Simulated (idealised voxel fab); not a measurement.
Process module under the name voxel gate over fins
The width of the displayed cross-section, cut, is 170 nm; its cells are square, with a size of 5 nm.
Cross-section spec: square-cell grid; bands listed top down; each band is one or more rows. It is stipulated that each band's entry specify, in nanometres, the height of the top of the band and then that of its bottom, followed by the materials of the band in left-to-right sequence, each together with its width in nanometres. A single material marked by the word "full width" is understood to fill the band from edge to edge; the word "air" is understood to denote empty space. Heights are measured from 0, the level below which the as-received wafer is all one material; the lowest band has no bottom and continues downward, written as in "0 nm and below". The expression "30..40" gives the width at the extremes of the band, the first number at its top row of cells and the second at its bottom row, with the width changing by equal amounts from each row to the next in between. "stayed the same" -> step changed no cross-section cell. Heads up: "Internal closed voids" only lists the empty pockets with no open path to the top that are 8 cells or more, and it writes them as width x height at distance, distance from the left edge, in nm. The remark found on a step's line after its settings is issued by the simulator itself and pertains to that step. Regarding "overlay nm": on a step with a mask, it is the distance the mask lay to the right of its planned place; a negative value places it to the left.

-- Steps in the process plan
1,RECEIVE | material Si
2,CONFORMAL_DEP | material SiN | thk nm 10
3,DIRECTIONAL_DEP | material aC | thk nm 15
4,PATTERN | tone cover | mask id FINS | material resist | width nm 15 | pitch nm 35 | thk nm 30 | overlay nm 0
5,DIRECTIONAL_ETCH | etch materials aC | depth nm 15
6,STRIP | etch materials resist
7,DIRECTIONAL_ETCH | etch materials SiN | depth nm 10
8,DIRECTIONAL_ETCH | etch materials Si | depth nm 40
9,STRIP | etch materials aC
10,OXIDIZE | depth nm 5
11,FILL_DEP | material SiO2 | thk nm 15
12,CMP | height nm 10
13,SELECTIVE_ETCH | etch materials SiO2 | depth nm 25
14,STRIP | etch materials SiN
15,CONFORMAL_DEP | material HfO2 | thk nm 5
16,CONFORMAL_DEP | material TiN | thk nm 5
17,CONFORMAL_DEP | material TiAl | thk nm 5
18,CONFORMAL_DEP | material TiN | thk nm 5
19,FILL_DEP | material W | thk nm 15
20,CMP | height nm 30
21,CONFORMAL_DEP | material SiCN | thk nm 5

-- First out of two wafers; run went to plan

-- Cross-section: wafer on arrival = after step 1
- 0 nm and below = Si full width
- Internal closed voids: none

-- You're looking at a cross-section of the wafer after step 2
- 10 nm to 0 nm = SiN full width
- Below 0, no change.

-- You're looking at a cross-section of the wafer after step 3
- 25 nm to 10 nm = aC full width
- Below 10, no change.

-- You're looking at a cross-section of the wafer after step 4
- 55 nm to 25 nm = 25 air, then 15 resist, then 20 air, then 15 resist, then 20 air, then 15 resist, then 20 air, then 15 resist, then 25 air
- Below 25, no change.

-- You're looking at a cross-section of the wafer after step 5
- 40 nm to 25 nm = 25 air, then 15 resist, then 20 air, then 15 resist, then 20 air, then 15 resist, then 20 air, then 15 resist, then 25 air
- 25 nm to 10 nm = 25 air, then 15 aC, then 20 air, then 15 aC, then 20 air, then 15 aC, then 20 air, then 15 aC, then 25 air
- Below 10, no change.

-- You're looking at a cross-section of the wafer after step 6
- 25 nm to 10 nm = 25 air, then 15 aC, then 20 air, then 15 aC, then 20 air, then 15 aC, then 20 air, then 15 aC, then 25 air
- Below 10, no change.

-- You're looking at a cross-section of the wafer after step 7
- 25 nm to 10 nm = 25 air, then 15 aC, then 20 air, then 15 aC, then 20 air, then 15 aC, then 20 air, then 15 aC, then 25 air
- 10 nm to 0 nm = 25 air, then 15 SiN, then 20 air, then 15 SiN, then 20 air, then 15 SiN, then 20 air, then 15 SiN, then 25 air
- Below 0, no change.

-- You're looking at a cross-section of the wafer after step 8
- 25 nm to 10 nm = 25 air, then 15 aC, then 20 air, then 15 aC, then 20 air, then 15 aC, then 20 air, then 15 aC, then 25 air
- 10 nm to 0 nm = 25 air, then 15 SiN, then 20 air, then 15 SiN, then 20 air, then 15 SiN, then 20 air, then 15 SiN, then 25 air
- 0 nm to -40 nm = 25 air, then 15 Si, then 20 air, then 15 Si, then 20 air, then 15 Si, then 20 air, then 15 Si, then 25 air
- Below -40, no change.

-- You're looking at a cross-section of the wafer after step 9
- 10 nm to 0 nm = 25 air, then 15 SiN, then 20 air, then 15 SiN, then 20 air, then 15 SiN, then 20 air, then 15 SiN, then 25 air
- Below 0, no change.

-- You're looking at a cross-section of the wafer after step 10
- 10 nm to 0 nm = 25 air, then 15 SiN, then 20 air, then 15 SiN, then 20 air, then 15 SiN, then 20 air, then 15 SiN, then 25 air
- 0 nm to -40 nm = 25 air, then 5 SiO2, then 5 Si, then 5 SiO2, then 20 air, then 5 SiO2, then 5 Si, then 5 SiO2, then 20 air, then 5 SiO2, then 5 Si, then 5 SiO2, then 20 air, then 5 SiO2, then 5 Si, then 5 SiO2, then 25 air
- -40 nm to -45 nm = 30 SiO2, then 5 Si, then 30 SiO2, then 5 Si, then 30 SiO2, then 5 Si, then 30 SiO2, then 5 Si, then 30 SiO2
- Below -45, no change.

-- You're looking at a cross-section of the wafer after step 11
- 25 nm to 10 nm = SiO2 full width
- 10 nm to 0 nm = 25 SiO2, then 15 SiN, then 20 SiO2, then 15 SiN, then 20 SiO2, then 15 SiN, then 20 SiO2, then 15 SiN, then 25 SiO2
- 0 nm to -45 nm = 30 SiO2, then 5 Si, then 30 SiO2, then 5 Si, then 30 SiO2, then 5 Si, then 30 SiO2, then 5 Si, then 30 SiO2
- Below -45, no change.

-- You're looking at a cross-section of the wafer after step 12
- 10 nm to 0 nm = 25 SiO2, then 15 SiN, then 20 SiO2, then 15 SiN, then 20 SiO2, then 15 SiN, then 20 SiO2, then 15 SiN, then 25 SiO2
- Below 0, no change.

-- You're looking at a cross-section of the wafer after step 13
- 10 nm to 0 nm = 25 air, then 15 SiN, then 20 air, then 15 SiN, then 20 air, then 15 SiN, then 20 air, then 15 SiN, then 25 air
- 0 nm to -15 nm = 30 air, then 5 Si, then 30 air, then 5 Si, then 30 air, then 5 Si, then 30 air, then 5 Si, then 30 air
- Below -15, no change.

-- You're looking at a cross-section of the wafer after step 14
- 0 nm to -15 nm = 30 air, then 5 Si, then 30 air, then 5 Si, then 30 air, then 5 Si, then 30 air, then 5 Si, then 30 air
- Below -15, no change.

-- You're looking at a cross-section of the wafer after step 15
- 5 nm to 0 nm = 25 air, then 15 HfO2, then 20 air, then 15 HfO2, then 20 air, then 15 HfO2, then 20 air, then 15 HfO2, then 25 air
- 0 nm to -10 nm = 25 air, then 5 HfO2, then 5 Si, then 5 HfO2, then 20 air, then 5 HfO2, then 5 Si, then 5 HfO2, then 20 air, then 5 HfO2, then 5 Si, then 5 HfO2, then 20 air, then 5 HfO2, then 5 Si, then 5 HfO2, then 25 air
- -10 nm to -15 nm = 30 HfO2, then 5 Si, then 30 HfO2, then 5 Si, then 30 HfO2, then 5 Si, then 30 HfO2, then 5 Si, then 30 HfO2
- Below -15, no change.

-- You're looking at a cross-section of the wafer after step 16
- 10 nm to 5 nm = 20 air, then 25 TiN, then 10 air, then 25 TiN, then 10 air, then 25 TiN, then 10 air, then 25 TiN, then 20 air
- 5 nm to 0 nm = 20 air, then 5 TiN, then 15 HfO2, then 5 TiN, then 10 air, then 5 TiN, then 15 HfO2, then 5 TiN, then 10 air, then 5 TiN, then 15 HfO2, then 5 TiN, then 10 air, then 5 TiN, then 15 HfO2, then 5 TiN, then 20 air
- 0 nm to -5 nm = 20 air, then 5 TiN, then 5 HfO2, then 5 Si, then 5 HfO2, then 5 TiN, then 10 air, then 5 TiN, then 5 HfO2, then 5 Si, then 5 HfO2, then 5 TiN, then 10 air, then 5 TiN, then 5 HfO2, then 5 Si, then 5 HfO2, then 5 TiN, then 10 air, then 5 TiN, then 5 HfO2, then 5 Si, then 5 HfO2, then 5 TiN, then 20 air
- -5 nm to -10 nm = 25 TiN, then 5 HfO2, then 5 Si, then 5 HfO2, then 20 TiN, then 5 HfO2, then 5 Si, then 5 HfO2, then 20 TiN, then 5 HfO2, then 5 Si, then 5 HfO2, then 20 TiN, then 5 HfO2, then 5 Si, then 5 HfO2, then 25 TiN
- Below -10, no change.

-- You're looking at a cross-section of the wafer after step 17
- 15 nm to 10 nm = 15 air, then 140 TiAl, then 15 air
- 10 nm to 5 nm = 15 air, then 5 TiAl, then 25 TiN, then 10 TiAl, then 25 TiN, then 10 TiAl, then 25 TiN, then 10 TiAl, then 25 TiN, then 5 TiAl, then 15 air
- 5 nm to 0 nm = 15 air, then 5 TiAl, then 5 TiN, then 15 HfO2, then 5 TiN, then 10 TiAl, then 5 TiN, then 15 HfO2, then 5 TiN, then 10 TiAl, then 5 TiN, then 15 HfO2, then 5 TiN, then 10 TiAl, then 5 TiN, then 15 HfO2, then 5 TiN, then 5 TiAl, then 15 air
- 0 nm to -5 nm = 20 TiAl, then 5 TiN, then 5 HfO2, then 5 Si, then 5 HfO2, then 5 TiN, then 10 TiAl, then 5 TiN, then 5 HfO2, then 5 Si, then 5 HfO2, then 5 TiN, then 10 TiAl, then 5 TiN, then 5 HfO2, then 5 Si, then 5 HfO2, then 5 TiN, then 10 TiAl, then 5 TiN, then 5 HfO2, then 5 Si, then 5 HfO2, then 5 TiN, then 20 TiAl
- Below -5, no change.

-- You're looking at a cross-section of the wafer after step 18
- 20 nm to 15 nm = 10 air, then 150 TiN, then 10 air
- 15 nm to 10 nm = 10 air, then 5 TiN, then 140 TiAl, then 5 TiN, then 10 air
- 10 nm to 5 nm = 10 air, then 5 TiN, then 5 TiAl, then 25 TiN, then 10 TiAl, then 25 TiN, then 10 TiAl, then 25 TiN, then 10 TiAl, then 25 TiN, then 5 TiAl, then 5 TiN, then 10 air
- 5 nm to 0 nm = 15 TiN, then 5 TiAl, then 5 TiN, then 15 HfO2, then 5 TiN, then 10 TiAl, then 5 TiN, then 15 HfO2, then 5 TiN, then 10 TiAl, then 5 TiN, then 15 HfO2, then 5 TiN, then 10 TiAl, then 5 TiN, then 15 HfO2, then 5 TiN, then 5 TiAl, then 15 TiN
- Below 0, no change.

-- You're looking at a cross-section of the wafer after step 19
- 35 nm to 20 nm = W full width
- 20 nm to 15 nm = 10 W, then 150 TiN, then 10 W
- 15 nm to 10 nm = 10 W, then 5 TiN, then 140 TiAl, then 5 TiN, then 10 W
- 10 nm to 5 nm = 10 W, then 5 TiN, then 5 TiAl, then 25 TiN, then 10 TiAl, then 25 TiN, then 10 TiAl, then 25 TiN, then 10 TiAl, then 25 TiN, then 5 TiAl, then 5 TiN, then 10 W
- Below 5, no change.

-- You're looking at a cross-section of the wafer after step 20
- 30 nm to 20 nm = W full width
- Below 20, no change.

-- You're looking at a cross-section of the wafer after step 21
- 35 nm to 30 nm = SiCN full width
- Below 30, no change.

-- Okay, second wafer. Nothing different at the start, nothing different in the plan, just one mistake somewhere in the running. As far as step 3, counting that step, it's the first wafer all over again

-- Cross-section of the second wafer when, according to plan, step 4 should have finished
- 55 nm to 25 nm = 15 air, then 15 resist, then 20 air, then 15 resist, then 20 air, then 15 resist, then 20 air, then 15 resist, then 35 air
- Below 25, no change.

-- Cross-section of the second wafer when, according to plan, step 5 should have finished
- 40 nm to 25 nm = 15 air, then 15 resist, then 20 air, then 15 resist, then 20 air, then 15 resist, then 20 air, then 15 resist, then 35 air
- 25 nm to 10 nm = 15 air, then 15 aC, then 20 air, then 15 aC, then 20 air, then 15 aC, then 20 air, then 15 aC, then 35 air
- Below 10, no change.

-- Cross-section of the second wafer when, according to plan, step 6 should have finished
- 25 nm to 10 nm = 15 air, then 15 aC, then 20 air, then 15 aC, then 20 air, then 15 aC, then 20 air, then 15 aC, then 35 air
- Below 10, no change.

-- Cross-section of the second wafer when, according to plan, step 7 should have finished
- 25 nm to 10 nm = 15 air, then 15 aC, then 20 air, then 15 aC, then 20 air, then 15 aC, then 20 air, then 15 aC, then 35 air
- 10 nm to 0 nm = 15 air, then 15 SiN, then 20 air, then 15 SiN, then 20 air, then 15 SiN, then 20 air, then 15 SiN, then 35 air
- Below 0, no change.

-- Cross-section of the second wafer when, according to plan, step 8 should have finished
- 25 nm to 10 nm = 15 air, then 15 aC, then 20 air, then 15 aC, then 20 air, then 15 aC, then 20 air, then 15 aC, then 35 air
- 10 nm to 0 nm = 15 air, then 15 SiN, then 20 air, then 15 SiN, then 20 air, then 15 SiN, then 20 air, then 15 SiN, then 35 air
- 0 nm to -40 nm = 15 air, then 15 Si, then 20 air, then 15 Si, then 20 air, then 15 Si, then 20 air, then 15 Si, then 35 air
- Below -40, no change.

-- Cross-section of the second wafer when, according to plan, step 9 should have finished
- 10 nm to 0 nm = 15 air, then 15 SiN, then 20 air, then 15 SiN, then 20 air, then 15 SiN, then 20 air, then 15 SiN, then 35 air
- Below 0, no change.

-- Cross-section of the second wafer when, according to plan, step 10 should have finished
- 10 nm to 0 nm = 15 air, then 15 SiN, then 20 air, then 15 SiN, then 20 air, then 15 SiN, then 20 air, then 15 SiN, then 35 air
- 0 nm to -40 nm = 15 air, then 5 SiO2, then 5 Si, then 5 SiO2, then 20 air, then 5 SiO2, then 5 Si, then 5 SiO2, then 20 air, then 5 SiO2, then 5 Si, then 5 SiO2, then 20 air, then 5 SiO2, then 5 Si, then 5 SiO2, then 35 air
- -40 nm to -45 nm = 20 SiO2, then 5 Si, then 30 SiO2, then 5 Si, then 30 SiO2, then 5 Si, then 30 SiO2, then 5 Si, then 40 SiO2
- Below -45, no change.

-- Cross-section of the second wafer when, according to plan, step 11 should have finished
- 25 nm to 10 nm = SiO2 full width
- 10 nm to 0 nm = 15 SiO2, then 15 SiN, then 20 SiO2, then 15 SiN, then 20 SiO2, then 15 SiN, then 20 SiO2, then 15 SiN, then 35 SiO2
- 0 nm to -45 nm = 20 SiO2, then 5 Si, then 30 SiO2, then 5 Si, then 30 SiO2, then 5 Si, then 30 SiO2, then 5 Si, then 40 SiO2
- Below -45, no change.

-- Cross-section of the second wafer when, according to plan, step 12 should have finished
- 10 nm to 0 nm = 15 SiO2, then 15 SiN, then 20 SiO2, then 15 SiN, then 20 SiO2, then 15 SiN, then 20 SiO2, then 15 SiN, then 35 SiO2
- Below 0, no change.

-- Cross-section of the second wafer when, according to plan, step 13 should have finished
- 10 nm to 0 nm = 15 air, then 15 SiN, then 20 air, then 15 SiN, then 20 air, then 15 SiN, then 20 air, then 15 SiN, then 35 air
- 0 nm to -15 nm = 20 air, then 5 Si, then 30 air, then 5 Si, then 30 air, then 5 Si, then 30 air, then 5 Si, then 40 air
- Below -15, no change.

-- Cross-section of the second wafer when, according to plan, step 14 should have finished
- 0 nm to -15 nm = 20 air, then 5 Si, then 30 air, then 5 Si, then 30 air, then 5 Si, then 30 air, then 5 Si, then 40 air
- Below -15, no change.

-- Cross-section of the second wafer when, according to plan, step 15 should have finished
- 5 nm to 0 nm = 15 air, then 15 HfO2, then 20 air, then 15 HfO2, then 20 air, then 15 HfO2, then 20 air, then 15 HfO2, then 35 air
- 0 nm to -10 nm = 15 air, then 5 HfO2, then 5 Si, then 5 HfO2, then 20 air, then 5 HfO2, then 5 Si, then 5 HfO2, then 20 air, then 5 HfO2, then 5 Si, then 5 HfO2, then 20 air, then 5 HfO2, then 5 Si, then 5 HfO2, then 35 air
- -10 nm to -15 nm = 20 HfO2, then 5 Si, then 30 HfO2, then 5 Si, then 30 HfO2, then 5 Si, then 30 HfO2, then 5 Si, then 40 HfO2
- Below -15, no change.

-- Cross-section of the second wafer when, according to plan, step 16 should have finished
- 10 nm to 5 nm = 10 air, then 25 TiN, then 10 air, then 25 TiN, then 10 air, then 25 TiN, then 10 air, then 25 TiN, then 30 air
- 5 nm to 0 nm = 10 air, then 5 TiN, then 15 HfO2, then 5 TiN, then 10 air, then 5 TiN, then 15 HfO2, then 5 TiN, then 10 air, then 5 TiN, then 15 HfO2, then 5 TiN, then 10 air, then 5 TiN, then 15 HfO2, then 5 TiN, then 30 air
- 0 nm to -5 nm = 10 air, then 5 TiN, then 5 HfO2, then 5 Si, then 5 HfO2, then 5 TiN, then 10 air, then 5 TiN, then 5 HfO2, then 5 Si, then 5 HfO2, then 5 TiN, then 10 air, then 5 TiN, then 5 HfO2, then 5 Si, then 5 HfO2, then 5 TiN, then 10 air, then 5 TiN, then 5 HfO2, then 5 Si, then 5 HfO2, then 5 TiN, then 30 air
- -5 nm to -10 nm = 15 TiN, then 5 HfO2, then 5 Si, then 5 HfO2, then 20 TiN, then 5 HfO2, then 5 Si, then 5 HfO2, then 20 TiN, then 5 HfO2, then 5 Si, then 5 HfO2, then 20 TiN, then 5 HfO2, then 5 Si, then 5 HfO2, then 35 TiN
- Below -10, no change.

-- Cross-section of the second wafer when, according to plan, step 17 should have finished
- 15 nm to 10 nm = 5 air, then 140 TiAl, then 25 air
- 10 nm to 5 nm = 5 air, then 5 TiAl, then 25 TiN, then 10 TiAl, then 25 TiN, then 10 TiAl, then 25 TiN, then 10 TiAl, then 25 TiN, then 5 TiAl, then 25 air
- 5 nm to 0 nm = 5 air, then 5 TiAl, then 5 TiN, then 15 HfO2, then 5 TiN, then 10 TiAl, then 5 TiN, then 15 HfO2, then 5 TiN, then 10 TiAl, then 5 TiN, then 15 HfO2, then 5 TiN, then 10 TiAl, then 5 TiN, then 15 HfO2, then 5 TiN, then 5 TiAl, then 25 air
- 0 nm to -5 nm = 10 TiAl, then 5 TiN, then 5 HfO2, then 5 Si, then 5 HfO2, then 5 TiN, then 10 TiAl, then 5 TiN, then 5 HfO2, then 5 Si, then 5 HfO2, then 5 TiN, then 10 TiAl, then 5 TiN, then 5 HfO2, then 5 Si, then 5 HfO2, then 5 TiN, then 10 TiAl, then 5 TiN, then 5 HfO2, then 5 Si, then 5 HfO2, then 5 TiN, then 30 TiAl
- Below -5, no change.

-- Cross-section of the second wafer when, according to plan, step 18 should have finished
- 20 nm to 15 nm = 150 TiN, then 20 air
- 15 nm to 10 nm = 5 TiN, then 140 TiAl, then 5 TiN, then 20 air
- 10 nm to 5 nm = 5 TiN, then 5 TiAl, then 25 TiN, then 10 TiAl, then 25 TiN, then 10 TiAl, then 25 TiN, then 10 TiAl, then 25 TiN, then 5 TiAl, then 5 TiN, then 20 air
- 5 nm to 0 nm = 5 TiN, then 5 TiAl, then 5 TiN, then 15 HfO2, then 5 TiN, then 10 TiAl, then 5 TiN, then 15 HfO2, then 5 TiN, then 10 TiAl, then 5 TiN, then 15 HfO2, then 5 TiN, then 10 TiAl, then 5 TiN, then 15 HfO2, then 5 TiN, then 5 TiAl, then 25 TiN
- Below 0, no change.

-- Cross-section of the second wafer when, according to plan, step 19 should have finished
- 35 nm to 20 nm = W full width
- 20 nm to 15 nm = 150 TiN, then 20 W
- 15 nm to 10 nm = 5 TiN, then 140 TiAl, then 5 TiN, then 20 W
- 10 nm to 5 nm = 5 TiN, then 5 TiAl, then 25 TiN, then 10 TiAl, then 25 TiN, then 10 TiAl, then 25 TiN, then 10 TiAl, then 25 TiN, then 5 TiAl, then 5 TiN, then 20 W
- Below 5, no change.

-- Cross-section of the second wafer when, according to plan, step 20 should have finished
- 30 nm to 20 nm = W full width
- Below 20, no change.

-- Cross-section of the second wafer when, according to plan, step 21 should have finished
- 35 nm to 30 nm = SiCN full width
- Below 30, no change.
It is concluded that the wafer was processed incorrectly with respect to the plan, in that step 4, actual vs plan mismatch, actual run PATTERN | tone cover | mask id FINS | material resist | width nm 15 | pitch nm 35 | thk nm 30 | overlay nm -10
Tallied in cells, the final second wafer holds each material in the same quantity as the first, although not at the same places.
